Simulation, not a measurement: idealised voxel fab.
The document below concerns the process module designated voxel released beams.
Cross-section cut spans 170 nm and uses square cells 5 nm in size.
Just so we're on the same page, the cross-sections are grids of square cells, and they're listed out in bands top to bottom, each band one or more rows deep.
The band entry comprises the height of the band's top followed by the height of its bottom, expressed in nm, and subsequently the band's materials from left to right, each stated together with its width in nm. Where a single material is marked with the word "full width", that material fills the band from edge to edge. The word "air" represents empty space.
Note: height 0 marks the level under which the wafer is uniformly one material as received. Lowest band unbounded below, written "z 0 and below".
Width: "30 to 40" (first number = top row, second number = bottom row, same change from row to row of cells).
A step reported as "nothing was modified" is a step in which no cell of the cross-section changed.
"Fully closed voids": sealed empty spaces, 8 cells or more, no open way to top, listed width x height at distance, with distance from the left edge and width, height and distance in nm.
Read whatever lies past the settings on a step's line as the simulator's own remark about the step.
overlay nm: where the mask lay relative to plan, measured to the right, on steps with a mask; negatives go left.
**plan**
1,op RECEIVE | material Si
2,op CONFORMAL_DEP | material SiN | thk nm 10
3,op DIRECTIONAL_DEP | material SiO2 | thk nm 10
4,op MASKED_ETCH | tone open | mask id ANCHOR | width nm 45 | etch materials SiO2 | depth nm 10 | overlay nm 0
5,op CONFORMAL_DEP | material W | thk nm 15
6,op MASKED_ETCH | tone cover | mask id BEAM | width nm 105 | etch materials W | depth nm 15 | overlay nm 0
7,op STRIP | etch materials SiO2
**As-received wafer cross-section (after step 1)**
z 0 and below  Si full width
Fully closed voids: none
**Post-module cross-section of the first of two wafers (run per plan)**
z 35 to 25  air=30, W=20, air=15, W=70, air=35
z 25 to 20  air=30, W=105, air=35
z 20 to 10  air=35, W=45, air=90
z 10 to 0  SiN full width
z 0 and below  Si full width
Fully closed voids: none
**Second of two wafers, module complete, sectioned: it shares the first wafer's start and plan but was run with one mistake**
z 30 to 25  air=30, W=20, air=15, W=70, air=35
z 25 to 15  air=30, W=105, air=35
z 15 to 10  air=35, W=45, air=90
z 10 to 0  SiN full width
z 0 and below  Si full width
Fully closed voids: none
What broke from the plan during processing? in deviation from the planned setting, step 3 was conducted as op DIRECTIONAL_DEP | material SiO2 | thk nm 5
End check, counted in cells, second wafer has more or fewer of these materials than the first: 6 fewer of W
